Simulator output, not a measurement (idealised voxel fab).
voxel gate over fins: a process module
Section shown: cut. Width: 160 nm. Cell size: 5 nm, square.
A cross-section in this document is a grid of square cells, and it is written down as bands, the top band listed before the ones below it; a band is made up of one or more rows of cells.
Each band's line starts with the height of the band's top and of its bottom, in nm. Then come its materials from left to right, each with its width in nm. One material with "full width" fills the band from edge to edge. "empty" is empty space.
Measure heights from 0. That's the level where, below it, the as-received wafer is all one material. The lowest band is bottomless and extends downward; write it as in "0..down".
Read "30->40" as a graded width: first number on top, second number at the bottom, same change between each pair of neighbouring rows.
When a step is marked "no alterations made", none of the cells in the cross-section changed during that step.
The entry "Trapped cavities" lists the empty spaces that cover at least 8 cells and have no open path to the top. Each is written as width x height at distance, where the distance is measured from the left edge and all three values are in nm.
The remark found on a step's line after its settings is issued by the simulator itself and pertains to that step.
overlay nm, on a step with a mask: how far to the right of its planned place the mask lay; to the left if negative
Structure of the following material. The material consists of pairs of cross-sections. Each pair comprises the cross-section before one process step and the cross-section after that step, the latter shown only down to the lowest band that changed. The step between the cross-sections is specified beneath each pair, including its settings. Pairs are not necessarily consecutive: they may derive from different runs of this module performed on the same starting wafer. Continuity with the pair above is to be assumed only where the entry headed "Before this step" of the pair in question states it.
-- Before this step
- 10..5 = SiO2 full width
- 5..0 = SiO2: 20 / SiN: 15 / SiO2: 40 / SiN: 15 / SiO2: 40 / SiN: 15 / SiO2: 15
- 0..-5 = SiO2: 25 / Si: 5 / SiO2: 50 / Si: 5 / SiO2: 50 / Si: 5 / SiO2: 20
- -5..-40 = SiO2: 20 / Si: 10 / SiO2: 45 / Si: 10 / SiO2: 45 / Si: 10 / SiO2: 20
- -40..down = Si full width
- Trapped cavities: none
-- Post-Step Cross-Section
- 5..0 = SiO2: 20 / SiN: 15 / SiO2: 40 / SiN: 15 / SiO2: 40 / SiN: 15 / SiO2: 15
- below 0: unchanged
- Trapped cavities: none
Between the two cross-sections shown above lies CMP,height nm 5
Before this step: the pre-step structure is the one depicted after the step in the pair just above.
-- Post-Step Cross-Section
- 20..5 = resist: 40 / empty: 15 / resist: 105
- below 5: unchanged
- Trapped cavities: none
Between the two cross-sections shown above lies PATTERN,tone open,mask id RAIL,material resist,width nm 15,thk nm 15,overlay nm 0
Before this step: the pre-step structure is the one depicted after the step in the pair just above.
-- Post-Step Cross-Section
- 20..5 = resist: 40 / empty: 15 / resist: 105
- 5..0 = SiO2: 20 / SiN: 15 / SiO2: 5 / empty: 15 / SiO2: 20 / SiN: 15 / SiO2: 40 / SiN: 15 / SiO2: 15
- 0..-5 = SiO2: 25 / Si: 5 / SiO2: 10 / empty: 15 / SiO2: 25 / Si: 5 / SiO2: 50 / Si: 5 / SiO2: 20
- -5..-30 = SiO2: 20 / Si: 10 / SiO2: 10 / empty: 15 / SiO2: 20 / Si: 10 / SiO2: 45 / Si: 10 / SiO2: 20
- below -30: unchanged
- Trapped cavities: none
Between the two cross-sections shown above lies DIRECTIONAL_ETCH,etch materials SiO2,depth nm 35
Before this step: the pre-step structure is the one depicted after the step in the pair just above.
-- Post-Step Cross-Section
- 5..0 = SiO2: 20 / SiN: 15 / SiO2: 5 / empty: 15 / SiO2: 20 / SiN: 15 / SiO2: 40 / SiN: 15 / SiO2: 15
- below 0: unchanged
- Trapped cavities: none
Between the two cross-sections shown above lies STRIP,etch materials resist
Before this step: the pre-step structure is the one depicted after the step in the pair just above.
-- Post-Step Cross-Section
- 10..5 = TiN: 45 / empty: 5 / TiN: 110
- 5..0 = SiO2: 20 / SiN: 15 / SiO2: 5 / TiN: 5 / empty: 5 / TiN: 5 / SiO2: 20 / SiN: 15 / SiO2: 40 / SiN: 15 / SiO2: 15
- 0..-5 = SiO2: 25 / Si: 5 / SiO2: 10 / TiN: 5 / empty: 5 / TiN: 5 / SiO2: 25 / Si: 5 / SiO2: 50 / Si: 5 / SiO2: 20
- -5..-25 = SiO2: 20 / Si: 10 / SiO2: 10 / TiN: 5 / empty: 5 / TiN: 5 / SiO2: 20 / Si: 10 / SiO2: 45 / Si: 10 / SiO2: 20
- -25..-30 = SiO2: 20 / Si: 10 / SiO2: 10 / TiN: 15 / SiO2: 20 / Si: 10 / SiO2: 45 / Si: 10 / SiO2: 20
- below -30: unchanged
- Trapped cavities: none
Between the two cross-sections shown above lies CONFORMAL_DEP,material TiN,thk nm 5
Before this step: the pre-step structure is the one depicted after the step in the pair just above.
-- Post-Step Cross-Section
- 20..10 = W full width
- 10..5 = TiN: 45 / W: 5 / TiN: 110
- 5..0 = SiO2: 20 / SiN: 15 / SiO2: 5 / TiN: 5 / W: 5 / TiN: 5 / SiO2: 20 / SiN: 15 / SiO2: 40 / SiN: 15 / SiO2: 15
- 0..-5 = SiO2: 25 / Si: 5 / SiO2: 10 / TiN: 5 / W: 5 / TiN: 5 / SiO2: 25 / Si: 5 / SiO2: 50 / Si: 5 / SiO2: 20
- -5..-25 = SiO2: 20 / Si: 10 / SiO2: 10 / TiN: 5 / W: 5 / TiN: 5 / SiO2: 20 / Si: 10 / SiO2: 45 / Si: 10 / SiO2: 20
- below -25: unchanged
- Trapped cavities: none
Between the two cross-sections shown above lies FILL_DEP,material W,thk nm 10
Before this step: the pre-step structure is the one depicted after the step in the pair just above.
-- Post-Step Cross-Section
- 5..0 = SiO2: 20 / SiN: 15 / SiO2: 5 / TiN: 5 / W: 5 / TiN: 5 / SiO2: 20 / SiN: 15 / SiO2: 40 / SiN: 15 / SiO2: 15
- below 0: unchanged
- Trapped cavities: none
Between the two cross-sections shown above lies CMP,height nm 5
Before this step: the pre-step structure is the one depicted after the step in the pair just above.
-- Post-Step Cross-Section
- 5..0 = SiO2: 20 / SiN: 15 / SiO2: 5 / empty: 15 / SiO2: 20 / SiN: 15 / SiO2: 40 / SiN: 15 / SiO2: 15
- 0..-5 = SiO2: 25 / Si: 5 / SiO2: 10 / empty: 15 / SiO2: 25 / Si: 5 / SiO2: 50 / Si: 5 / SiO2: 20
- -5..-20 = SiO2: 20 / Si: 10 / SiO2: 10 / empty: 15 / SiO2: 20 / Si: 10 / SiO2: 45 / Si: 10 / SiO2: 20
- below -20: unchanged
- Trapped cavities: none
Between the two cross-sections shown above lies SELECTIVE_ETCH,etch materials W Ru TiN,depth nm 25
Before this step: the pre-step structure is the one depicted after the step in the pair just above.
-- Post-Step Cross-Section
- 10..5 = SiO2 full width
- 5..0 = SiO2: 20 / SiN: 15 / SiO2: 40 / SiN: 15 / SiO2: 40 / SiN: 15 / SiO2: 15
- 0..-5 = SiO2: 25 / Si: 5 / SiO2: 50 / Si: 5 / SiO2: 50 / Si: 5 / SiO2: 20
- -5..-20 = SiO2: 20 / Si: 10 / SiO2: 45 / Si: 10 / SiO2: 45 / Si: 10 / SiO2: 20
- below -20: unchanged
- Trapped cavities: none
Between the two cross-sections shown above lies FILL_DEP,material SiO2,thk nm 5
Before this step: the pre-step structure is the one depicted after the step in the pair just above.
-- Post-Step Cross-Section
- 5..0 = SiO2: 20 / SiN: 15 / SiO2: 40 / SiN: 15 / SiO2: 40 / SiN: 15 / SiO2: 15
- below 0: unchanged
- Trapped cavities: none
Between the two cross-sections shown above lies CMP,height nm 5
Before this step: the pre-step structure is the one depicted after the step in the pair just above.
-- Post-Step Cross-Section
- 5..0 = empty: 20 / SiN: 15 / empty: 40 / SiN: 15 / empty: 40 / SiN: 15 / empty: 15
- 0..-5 = empty: 25 / Si: 5 / empty: 50 / Si: 5 / empty: 50 / Si: 5 / empty: 20
- -5..-15 = empty: 20 / Si: 10 / empty: 45 / Si: 10 / empty: 45 / Si: 10 / empty: 20
- below -15: unchanged
- Trapped cavities: none
Between the two cross-sections shown above lies SELECTIVE_ETCH,etch materials SiO2,depth nm 20
Before this step: the pre-step structure is the one depicted after the step in the pair just above.
-- Post-Step Cross-Section
- 0..-5 = empty: 25 / Si: 5 / empty: 50 / Si: 5 / empty: 50 / Si: 5 / empty: 20
- below -5: unchanged
- Trapped cavities: none
Between the two cross-sections shown above lies STRIP,etch materials SiN
Before this step: the pre-step structure is the one depicted after the step in the pair just above.
-- Post-Step Cross-Section
- 5..0 = empty: 20 / HfO2: 15 / empty: 40 / HfO2: 15 / empty: 40 / HfO2: 15 / empty: 15
- 0..-10 = empty: 15 / HfO2: 10->5 / Si: 5->10 / HfO2: 5 / empty: 35 / HfO2: 10->5 / Si: 5->10 / HfO2: 5 / empty: 35 / HfO2: 10->5 / Si: 5->10 / HfO2: 5 / empty: 15
- -10..-15 = HfO2: 20 / Si: 10 / HfO2: 45 / Si: 10 / HfO2: 45 / Si: 10 / HfO2: 20
- below -15: unchanged
- Trapped cavities: none
Between the two cross-sections shown above lies CONFORMAL_DEP,material HfO2,thk nm 5
Before this step: the pre-step structure is the one depicted after the step in the pair just above.
-- Post-Step Cross-Section
- 10..5 = empty: 15 / TiN: 25 / empty: 30 / TiN: 25 / empty: 30 / TiN: 25 / empty: 10
- 5..0 = empty: 10 / TiN: 10 / HfO2: 15 / TiN: 5 / empty: 25 / TiN: 10 / HfO2: 15 / TiN: 5 / empty: 25 / TiN: 10 / HfO2: 15 / TiN: 5 / empty: 10
- 0..-5 = empty: 10 / TiN: 5 / HfO2: 10 / Si: 5 / HfO2: 5 / TiN: 5 / empty: 25 / TiN: 5 / HfO2: 10 / Si: 5 / HfO2: 5 / TiN: 5 / empty: 25 / TiN: 5 / HfO2: 10 / Si: 5 / HfO2: 5 / TiN: 5 / empty: 10
- -5..-10 = TiN: 15 / HfO2: 5 / Si: 10 / HfO2: 5 / TiN: 35 / HfO2: 5 / Si: 10 / HfO2: 5 / TiN: 35 / HfO2: 5 / Si: 10 / HfO2: 5 / TiN: 15
- below -10: unchanged
- Trapped cavities: none
Between the two cross-sections shown above lies CONFORMAL_DEP,material TiN,thk nm 5
Before this step: the pre-step structure is the one depicted after the step in the pair just above.
-- Post-Step Cross-Section
- 15..10 = empty: 10 / TiAl: 35 / empty: 20 / TiAl: 35 / empty: 20 / TiAl: 35 / empty: 5
- 10..5 = empty: 5 / TiAl: 10 / TiN: 25 / TiAl: 5 / empty: 15 / TiAl: 10 / TiN: 25 / TiAl: 5 / empty: 15 / TiAl: 10 / TiN: 25 / TiAl: 5 / empty: 5
- 5..0 = empty: 5 / TiAl: 5 / TiN: 10 / HfO2: 15 / TiN: 5 / TiAl: 5 / empty: 15 / TiAl: 5 / TiN: 10 / HfO2: 15 / TiN: 5 / TiAl: 5 / empty: 15 / TiAl: 5 / TiN: 10 / HfO2: 15 / TiN: 5 / TiAl: 5 / empty: 5
- 0..-5 = TiAl: 10 / TiN: 5 / HfO2: 10 / Si: 5 / HfO2: 5 / TiN: 5 / TiAl: 25 / TiN: 5 / HfO2: 10 / Si: 5 / HfO2: 5 / TiN: 5 / TiAl: 25 / TiN: 5 / HfO2: 10 / Si: 5 / HfO2: 5 / TiN: 5 / TiAl: 10
- below -5: unchanged
- Trapped cavities: none
Between the two cross-sections shown above lies CONFORMAL_DEP,material TiAl,thk nm 5
Before this step: the pre-step structure is the one depicted after the step in the pair just above.
-- Post-Step Cross-Section
- 20..15 = empty: 5 / TiN: 45 / empty: 10 / TiN: 45 / empty: 10 / TiN: 45
- 15..10 = TiN: 10 / TiAl: 35 / TiN: 5 / empty: 5 / TiN: 10 / TiAl: 35 / TiN: 5 / empty: 5 / TiN: 10 / TiAl: 35 / TiN: 5
- 10..5 = TiN: 5 / TiAl: 10 / TiN: 25 / TiAl: 5 / TiN: 5 / empty: 5 / TiN: 5 / TiAl: 10 / TiN: 25 / TiAl: 5 / TiN: 5 / empty: 5 / TiN: 5 / TiAl: 10 / TiN: 25 / TiAl: 5 / TiN: 5
- 5..0 = TiN: 5 / TiAl: 5 / TiN: 10 / HfO2: 15 / TiN: 5 / TiAl: 5 / TiN: 15 / TiAl: 5 / TiN: 10 / HfO2: 15 / TiN: 5 / TiAl: 5 / TiN: 15 / TiAl: 5 / TiN: 10 / HfO2: 15 / TiN: 5 / TiAl: 5 / TiN: 5
- below 0: unchanged
- Trapped cavities: none
Between the two cross-sections shown above lies CONFORMAL_DEP,material TiN,thk nm 5
Before this step: the pre-step structure is the one depicted after the step in the pair just above.
-- Post-Step Cross-Section
- 35..20 = W full width
- 20..15 = W: 5 / TiN: 45 / W: 10 / TiN: 45 / W: 10 / TiN: 45
- 15..10 = TiN: 10 / TiAl: 35 / TiN: 5 / W: 5 / TiN: 10 / TiAl: 35 / TiN: 5 / W: 5 / TiN: 10 / TiAl: 35 / TiN: 5
- 10..5 = TiN: 5 / TiAl: 10 / TiN: 25 / TiAl: 5 / TiN: 5 / W: 5 / TiN: 5 / TiAl: 10 / TiN: 25 / TiAl: 5 / TiN: 5 / W: 5 / TiN: 5 / TiAl: 10 / TiN: 25 / TiAl: 5 / TiN: 5
- below 5: unchanged
- Trapped cavities: none
Between the two cross-sections shown above lies FILL_DEP,material W,thk nm 15
Before this step: the pre-step structure is the one depicted after the step in the pair just above.
-- Post-Step Cross-Section
- 30..20 = W full width
- below 20: unchanged
- Trapped cavities: none
Between the two cross-sections shown above lies CMP,height nm 30
Before this step: the pre-step structure is the one depicted after the step in the pair just above.
-- Post-Step Cross-Section
- 40..30 = SiN full width
- below 30: unchanged
- Trapped cavities: none
Between the two cross-sections shown above lies CONFORMAL_DEP,material SiN,thk nm 10
-- Before this step
- 10..5 = empty: 10 / TiN: 25 / empty: 30 / TiN: 25 / empty: 30 / TiN: 25 / empty: 15
- 5..0 = empty: 10 / TiN: 5 / HfO2: 15 / TiN: 5 / empty: 30 / TiN: 5 / HfO2: 15 / TiN: 5 / empty: 30 / TiN: 5 / HfO2: 15 / TiN: 5 / empty: 15
- 0..-5 = empty: 10 / TiN: 5 / HfO2: 5 / Si: 5 / HfO2: 5 / TiN: 5 / empty: 30 / TiN: 5 / HfO2: 5 / Si: 5 / HfO2: 5 / TiN: 5 / empty: 30 / TiN: 5 / HfO2: 5 / Si: 5 / HfO2: 5 / TiN: 5 / empty: 15
- -5..-10 = TiN: 15 / HfO2: 5 / Si: 5 / HfO2: 5 / TiN: 40 / HfO2: 5 / Si: 5 / HfO2: 5 / TiN: 40 / HfO2: 5 / Si: 5 / HfO2: 5 / TiN: 20
- -10..-15 = HfO2: 20 / Si: 5 / HfO2: 50 / Si: 5 / HfO2: 50 / Si: 5 / HfO2: 25
- -15..-20 = SiO2: 20 / Si: 5 / SiO2: 50 / Si: 5 / SiO2: 50 / Si: 5 / SiO2: 25
- -20..-25 = SiO2: 20 / Si: 5 / SiO2: 15 / TiN: 5 / W: 5 / TiN: 5 / SiO2: 20 / Si: 5 / SiO2: 50 / Si: 5 / SiO2: 25
- -25..-30 = SiO2: 20 / Si: 5 / SiO2: 15 / TiN: 15 / SiO2: 20 / Si: 5 / SiO2: 50 / Si: 5 / SiO2: 25
- -30..-40 = SiO2: 20 / Si: 5 / SiO2: 50 / Si: 5 / SiO2: 50 / Si: 5 / SiO2: 25
- -40..down = Si full width
- Trapped cavities: none
-- Post-Step Cross-Section
- 15..5 = empty: 5 / TiN: 35 / empty: 20 / TiN: 35 / empty: 20 / TiN: 35 / empty: 10
- 5..0 = empty: 5 / TiN: 10 / HfO2: 15 / TiN: 10 / empty: 20 / TiN: 10 / HfO2: 15 / TiN: 10 / empty: 20 / TiN: 10 / HfO2: 15 / TiN: 10 / empty: 10
- 0..-10 = TiN: 15 / HfO2: 5 / Si: 5 / HfO2: 5 / TiN: 40 / HfO2: 5 / Si: 5 / HfO2: 5 / TiN: 40 / HfO2: 5 / Si: 5 / HfO2: 5 / TiN: 20
- below -10: unchanged
- Trapped cavities: none
Between the two cross-sections shown above lies CONFORMAL_DEP,material TiN,thk nm 5
Before this step: the pre-step structure is the one depicted after the step in the pair just above.
-- Post-Step Cross-Section
- 20..5 = TiN: 45 / empty: 10 / TiN: 45 / empty: 10 / TiN: 45 / empty: 5
- 5..0 = TiN: 15 / HfO2: 15 / TiN: 40 / HfO2: 15 / TiN: 40 / HfO2: 15 / TiN: 20
- below 0: unchanged
- Trapped cavities: none
Between the two cross-sections shown above lies CONFORMAL_DEP,material TiN,thk nm 5
Before this step: the pre-step structure is the one depicted after the step in the pair just above.
-- Post-Step Cross-Section
- 35..20 = W full width
- 20..5 = TiN: 45 / W: 10 / TiN: 45 / W: 10 / TiN: 45 / W: 5
- below 5: unchanged
- Trapped cavities: none
Between the two cross-sections shown above lies FILL_DEP,material W,thk nm 15
Before this step: the pre-step structure is the one depicted after the step in the pair just above.
-- Post-Step Cross-Section
- 30..20 = W full width
- below 20: unchanged
- Trapped cavities: none
Between the two cross-sections shown above lies CMP,height nm 30
Before this step: the pre-step structure is the one depicted after the step in the pair just above.
-- Post-Step Cross-Section
- 40..30 = SiN full width
- below 30: unchanged
- Trapped cavities: none
Between the two cross-sections shown above lies CONFORMAL_DEP,material SiN,thk nm 10
-- Before this step
- 5..0 = SiO2: 15 / SiN: 15 / SiO2: 40 / SiN: 15 / SiO2: 40 / SiN: 15 / SiO2: 20
- 0..-40 = SiO2: 20 / Si: 5 / SiO2: 50 / Si: 5 / SiO2: 50 / Si: 5 / SiO2: 25
- -40..down = Si full width
- Trapped cavities: none
-- Post-Step Cross-Section
- 20..5 = empty: 40 / resist: 15 / empty: 105
- below 5: unchanged
- Trapped cavities: none
Between the two cross-sections shown above lies PATTERN,tone cover,mask id RAIL,material resist,width nm 15,thk nm 15,overlay nm 0
Before this step: the pre-step structure is the one depicted after the step in the pair just above.
-- Post-Step Cross-Section
- 20..5 = empty: 40 / resist: 15 / empty: 105
- 5..0 = empty: 15 / SiN: 15 / empty: 10 / SiO2: 15 / empty: 15 / SiN: 15 / empty: 40 / SiN: 15 / empty: 20
- 0..-30 = empty: 15 / SiO2: 5 / Si: 5 / SiO2: 5 / empty: 10 / SiO2: 15 / empty: 15 / SiO2: 5 / Si: 5 / SiO2: 5 / empty: 40 / SiO2: 5 / Si: 5 / SiO2: 5 / empty: 20
- below -30: unchanged
- Trapped cavities: none
Between the two cross-sections shown above lies DIRECTIONAL_ETCH,etch materials SiO2,depth nm 35
Before this step: the pre-step structure is the one depicted after the step in the pair just above.
-- Post-Step Cross-Section
- 5..0 = empty: 15 / SiN: 15 / empty: 10 / SiO2: 15 / empty: 15 / SiN: 15 / empty: 40 / SiN: 15 / empty: 20
- below 0: unchanged
- Trapped cavities: none
Between the two cross-sections shown above lies STRIP,etch materials resist
Before this step: the pre-step structure is the one depicted after the step in the pair just above.
-- Post-Step Cross-Section
- 10..5 = empty: 10 / TiN: 50 / empty: 5 / TiN: 25 / empty: 30 / TiN: 25 / empty: 15
- 5..0 = empty: 10 / TiN: 5 / SiN: 15 / TiN: 10 / SiO2: 15 / TiN: 5 / empty: 5 / TiN: 5 / SiN: 15 / TiN: 5 / empty: 30 / TiN: 5 / SiN: 15 / TiN: 5 / empty: 15
- 0..-25 = empty: 10 / TiN: 5 / SiO2: 5 / Si: 5 / SiO2: 5 / TiN: 10 / SiO2: 15 / TiN: 5 / empty: 5 / TiN: 5 / SiO2: 5 / Si: 5 / SiO2: 5 / TiN: 5 / empty: 30 / TiN: 5 / SiO2: 5 / Si: 5 / SiO2: 5 / TiN: 5 / empty: 15
- -25..-30 = TiN: 15 / SiO2: 5 / Si: 5 / SiO2: 5 / TiN: 10 / SiO2: 15 / TiN: 15 / SiO2: 5 / Si: 5 / SiO2: 5 / TiN: 40 / SiO2: 5 / Si: 5 / SiO2: 5 / TiN: 20
- below -30: unchanged
- Trapped cavities: none
Between the two cross-sections shown above lies CONFORMAL_DEP,material TiN,thk nm 5
Before this step: the pre-step structure is the one depicted after the step in the pair just above.
-- Post-Step Cross-Section
- 20..10 = W full width
- 10..5 = W: 10 / TiN: 50 / W: 5 / TiN: 25 / W: 30 / TiN: 25 / W: 15
- 5..0 = W: 10 / TiN: 5 / SiN: 15 / TiN: 10 / SiO2: 15 / TiN: 5 / W: 5 / TiN: 5 / SiN: 15 / TiN: 5 / W: 30 / TiN: 5 / SiN: 15 / TiN: 5 / W: 15
- 0..-25 = W: 10 / TiN: 5 / SiO2: 5 / Si: 5 / SiO2: 5 / TiN: 10 / SiO2: 15 / TiN: 5 / W: 5 / TiN: 5 / SiO2: 5 / Si: 5 / SiO2: 5 / TiN: 5 / W: 30 / TiN: 5 / SiO2: 5 / Si: 5 / SiO2: 5 / TiN: 5 / W: 15
- below -25: unchanged
- Trapped cavities: none
Between the two cross-sections shown above lies FILL_DEP,material W,thk nm 10
Before this step: the pre-step structure is the one depicted after the step in the pair just above.
-- Post-Step Cross-Section
- 5..0 = W: 10 / TiN: 5 / SiN: 15 / TiN: 10 / SiO2: 15 / TiN: 5 / W: 5 / TiN: 5 / SiN: 15 / TiN: 5 / W: 30 / TiN: 5 / SiN: 15 / TiN: 5 / W: 15
- below 0: unchanged
- Trapped cavities: none
Between the two cross-sections shown above lies CMP,height nm 5
Before this step: the pre-step structure is the one depicted after the step in the pair just above.
-- Post-Step Cross-Section
- 5..0 = empty: 15 / SiN: 15 / empty: 10 / SiO2: 15 / empty: 15 / SiN: 15 / empty: 40 / SiN: 15 / empty: 20
- 0..-20 = empty: 15 / SiO2: 5 / Si: 5 / SiO2: 5 / empty: 10 / SiO2: 15 / empty: 15 / SiO2: 5 / Si: 5 / SiO2: 5 / empty: 40 / SiO2: 5 / Si: 5 / SiO2: 5 / empty: 20
- below -20: unchanged
- Trapped cavities: none
Between the two cross-sections shown above lies SELECTIVE_ETCH,etch materials W Ru TiN,depth nm 25
Before this step: the pre-step structure is the one depicted after the step in the pair just above.
-- Post-Step Cross-Section
- 10..5 = SiO2 full width
- 5..0 = SiO2: 15 / SiN: 15 / SiO2: 40 / SiN: 15 / SiO2: 40 / SiN: 15 / SiO2: 20
- 0..-20 = SiO2: 20 / Si: 5 / SiO2: 50 / Si: 5 / SiO2: 50 / Si: 5 / SiO2: 25
- below -20: unchanged
- Trapped cavities: none
Between the two cross-sections shown above lies FILL_DEP,material SiO2,thk nm 5
Before this step: the pre-step structure is the one depicted after the step in the pair just above.
-- Post-Step Cross-Section
- 5..0 = SiO2: 15 / SiN: 15 / SiO2: 40 / SiN: 15 / SiO2: 40 / SiN: 15 / SiO2: 20
- below 0: unchanged
- Trapped cavities: none
Between the two cross-sections shown above lies CMP,height nm 5
Before this step: the pre-step structure is the one depicted after the step in the pair just above.
-- Post-Step Cross-Section
- 5..0 = empty: 15 / SiN: 15 / empty: 40 / SiN: 15 / empty: 40 / SiN: 15 / empty: 20
- 0..-15 = empty: 20 / Si: 5 / empty: 50 / Si: 5 / empty: 50 / Si: 5 / empty: 25
- below -15: unchanged
- Trapped cavities: none
Between the two cross-sections shown above lies SELECTIVE_ETCH,etch materials SiO2,depth nm 20
Before this step: the pre-step structure is the one depicted after the step in the pair just above.
-- Post-Step Cross-Section
- 0..-15 = empty: 20 / Si: 5 / empty: 50 / Si: 5 / empty: 50 / Si: 5 / empty: 25
- below -15: unchanged
- Trapped cavities: none
Between the two cross-sections shown above lies STRIP,etch materials SiN
Before this step: the pre-step structure is the one depicted after the step in the pair just above.
-- Post-Step Cross-Section
- 5..0 = empty: 15 / HfO2: 15 / empty: 40 / HfO2: 15 / empty: 40 / HfO2: 15 / empty: 20
- 0..-10 = empty: 15 / HfO2: 5 / Si: 5 / HfO2: 5 / empty: 40 / HfO2: 5 / Si: 5 / HfO2: 5 / empty: 40 / HfO2: 5 / Si: 5 / HfO2: 5 / empty: 20
- -10..-15 = HfO2: 20 / Si: 5 / HfO2: 50 / Si: 5 / HfO2: 50 / Si: 5 / HfO2: 25
- below -15: unchanged
- Trapped cavities: none
Between the two cross-sections shown above lies CONFORMAL_DEP,material HfO2,thk nm 5
Before this step: the pre-step structure is the one depicted after the step in the pair just above.
-- Post-Step Cross-Section
- 10..5 = empty: 10 / TiN: 25 / empty: 30 / TiN: 25 / empty: 30 / TiN: 25 / empty: 15
- 5..0 = empty: 10 / TiN: 5 / HfO2: 15 / TiN: 5 / empty: 30 / TiN: 5 / HfO2: 15 / TiN: 5 / empty: 30 / TiN: 5 / HfO2: 15 / TiN: 5 / empty: 15
- 0..-5 = empty: 10 / TiN: 5 / HfO2: 5 / Si: 5 / HfO2: 5 / TiN: 5 / empty: 30 / TiN: 5 / HfO2: 5 / Si: 5 / HfO2: 5 / TiN: 5 / empty: 30 / TiN: 5 / HfO2: 5 / Si: 5 / HfO2: 5 / TiN: 5 / empty: 15
- -5..-10 = TiN: 15 / HfO2: 5 / Si: 5 / HfO2: 5 / TiN: 40 / HfO2: 5 / Si: 5 / HfO2: 5 / TiN: 40 / HfO2: 5 / Si: 5 / HfO2: 5 / TiN: 20
- below -10: unchanged
- Trapped cavities: none
Between the two cross-sections shown above lies CONFORMAL_DEP,material TiN,thk nm 5
Before this step: the pre-step structure is the one depicted after the step in the pair just above.
-- Post-Step Cross-Section
- 15..10 = empty: 5 / TiAl: 35 / empty: 20 / TiAl: 35 / empty: 20 / TiAl: 35 / empty: 10
- 10..5 = empty: 5 / TiAl: 5 / TiN: 25 / TiAl: 5 / empty: 20 / TiAl: 5 / TiN: 25 / TiAl: 5 / empty: 20 / TiAl: 5 / TiN: 25 / TiAl: 5 / empty: 10
- 5..0 = empty: 5 / TiAl: 5 / TiN: 5 / HfO2: 15 / TiN: 5 / TiAl: 5 / empty: 20 / TiAl: 5 / TiN: 5 / HfO2: 15 / TiN: 5 / TiAl: 5 / empty: 20 / TiAl: 5 / TiN: 5 / HfO2: 15 / TiN: 5 / TiAl: 5 / empty: 10
- 0..-5 = TiAl: 10 / TiN: 5 / HfO2: 5 / Si: 5 / HfO2: 5 / TiN: 5 / TiAl: 30 / TiN: 5 / HfO2: 5 / Si: 5 / HfO2: 5 / TiN: 5 / TiAl: 30 / TiN: 5 / HfO2: 5 / Si: 5 / HfO2: 5 / TiN: 5 / TiAl: 15
- below -5: unchanged
- Trapped cavities: none
Between the two cross-sections shown above lies CONFORMAL_DEP,material TiAl,thk nm 5
Before this step: the pre-step structure is the one depicted after the step in the pair just above.
-- Post-Step Cross-Section
- 20..15 = TiN: 45 / empty: 10 / TiN: 45 / empty: 10 / TiN: 45 / empty: 5
- 15..10 = TiN: 5 / TiAl: 35 / TiN: 5 / empty: 10 / TiN: 5 / TiAl: 35 / TiN: 5 / empty: 10 / TiN: 5 / TiAl: 35 / TiN: 5 / empty: 5
- 10..5 = TiN: 5 / TiAl: 5 / TiN: 25 / TiAl: 5 / TiN: 5 / empty: 10 / TiN: 5 / TiAl: 5 / TiN: 25 / TiAl: 5 / TiN: 5 / empty: 10 / TiN: 5 / TiAl: 5 / TiN: 25 / TiAl: 5 / TiN: 5 / empty: 5
- 5..0 = TiN: 5 / TiAl: 5 / TiN: 5 / HfO2: 15 / TiN: 5 / TiAl: 5 / TiN: 20 / TiAl: 5 / TiN: 5 / HfO2: 15 / TiN: 5 / TiAl: 5 / TiN: 20 / TiAl: 5 / TiN: 5 / HfO2: 15 / TiN: 5 / TiAl: 5 / TiN: 10
- below 0: unchanged
- Trapped cavities: none
Between the two cross-sections shown above lies CONFORMAL_DEP,material TiN,thk nm 5
Before this step: the pre-step structure is the one depicted after the step in the pair just above.
-- Post-Step Cross-Section
- 35..20 = W full width
- 20..15 = TiN: 45 / W: 10 / TiN: 45 / W: 10 / TiN: 45 / W: 5
- 15..10 = TiN: 5 / TiAl: 35 / TiN: 5 / W: 10 / TiN: 5 / TiAl: 35 / TiN: 5 / W: 10 / TiN: 5 / TiAl: 35 / TiN: 5 / W: 5
- 10..5 = TiN: 5 / TiAl: 5 / TiN: 25 / TiAl: 5 / TiN: 5 / W: 10 / TiN: 5 / TiAl: 5 / TiN: 25 / TiAl: 5 / TiN: 5 / W: 10 / TiN: 5 / TiAl: 5 / TiN: 25 / TiAl: 5 / TiN: 5 / W: 5
- below 5: unchanged
- Trapped cavities: none
Between the two cross-sections shown above lies FILL_DEP,material W,thk nm 15
Before this step: the pre-step structure is the one depicted after the step in the pair just above.
-- Post-Step Cross-Section
- 30..20 = W full width
- below 20: unchanged
- Trapped cavities: none
Between the two cross-sections shown above lies CMP,height nm 30
Before this step: the pre-step structure is the one depicted after the step in the pair just above.
-- Post-Step Cross-Section
- 40..30 = SiN full width
- below 30: unchanged
- Trapped cavities: none
Between the two cross-sections shown above lies CONFORMAL_DEP,material SiN,thk nm 10
